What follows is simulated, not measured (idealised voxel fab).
The process module that follows is named voxel released beams.
For reference, the cross-section in this document is cut, with width 300 nm and square cells of 5 nm.
Cross-section layout: square cells on a grid; listed as bands, top to bottom; a band spans one or more cell rows. Per band: top height and bottom height in nm, followed by the left-to-right materials and their widths in nm; "throughout" marks a single material spanning edge to edge, "empty" marks empty space. Measure heights from 0. That's the level where, below it, the as-received wafer is all one material. The lowest band is bottomless and extends downward; write it as in "from 0 down". A width such as "30..40" changes by the same amount from each row of cells to the next, from the band's top row to its bottom row. "remained the same" (step): cross-section cells unchanged, all of them. The entry "Unvented internal voids" lists the empty spaces that cover at least 8 cells and have no open path to the top. Each is written as width x height at distance, where the distance is measured from the left edge and all three values are in nm. It should be noted that, on the line of a given step, the content following the step's settings is a remark produced by the simulator itself with respect to that step. When a step includes a mask, the "overlay nm" setting on its line states how far to the right of its planned place that mask lay, and negative values state how far to the left.

### This section lists the process steps that were planned
1: RECEIVE,material Si
2: CONFORMAL_DEP,material SiN,thk nm 10
3: DIRECTIONAL_DEP,material SiO2,thk nm 20
4: MASKED_ETCH,tone open,mask id ANCHOR,width nm 40,etch materials SiO2,depth nm 20,overlay nm 0
5: CONFORMAL_DEP,material W,thk nm 15
6: DIRECTIONAL_DEP,material aC,thk nm 15
7: PATTERN,tone cover,mask id BEAM,material resist,width nm 100,thk nm 30,overlay nm 0
8: DIRECTIONAL_ETCH,etch materials aC,depth nm 15
9: STRIP,etch materials resist
10: DIRECTIONAL_ETCH,etch materials W,depth nm 15
11: STRIP,etch materials aC
12: STRIP,etch materials SiO2

### Cross-section of the incoming wafer, state after step 1
	from 0 down | Si throughout
	Unvented internal voids: none

### Below is the wafer in cross-section after the module was completed. It began from the starting point shown above and followed the plan shown above, except that one mistake was made while running it
	from 50 to 35 | 95 nm empty, then 20 nm W, then 10 nm empty, then 70 nm W, then 105 nm empty
	from 35 to 30 | 100 nm empty, then 15 nm W, then 10 nm empty, then 15 nm W, then 160 nm empty
	from 30 to 15 | 100 nm empty, then 40 nm W, then 160 nm empty
	from 15 to 0 | SiN throughout
	from 0 down | Si throughout
	Unvented internal voids: none
Deviation from plan: step 2 ran differently from the plan; actual operation with settings: CONFORMAL_DEP,material SiN,thk nm 15
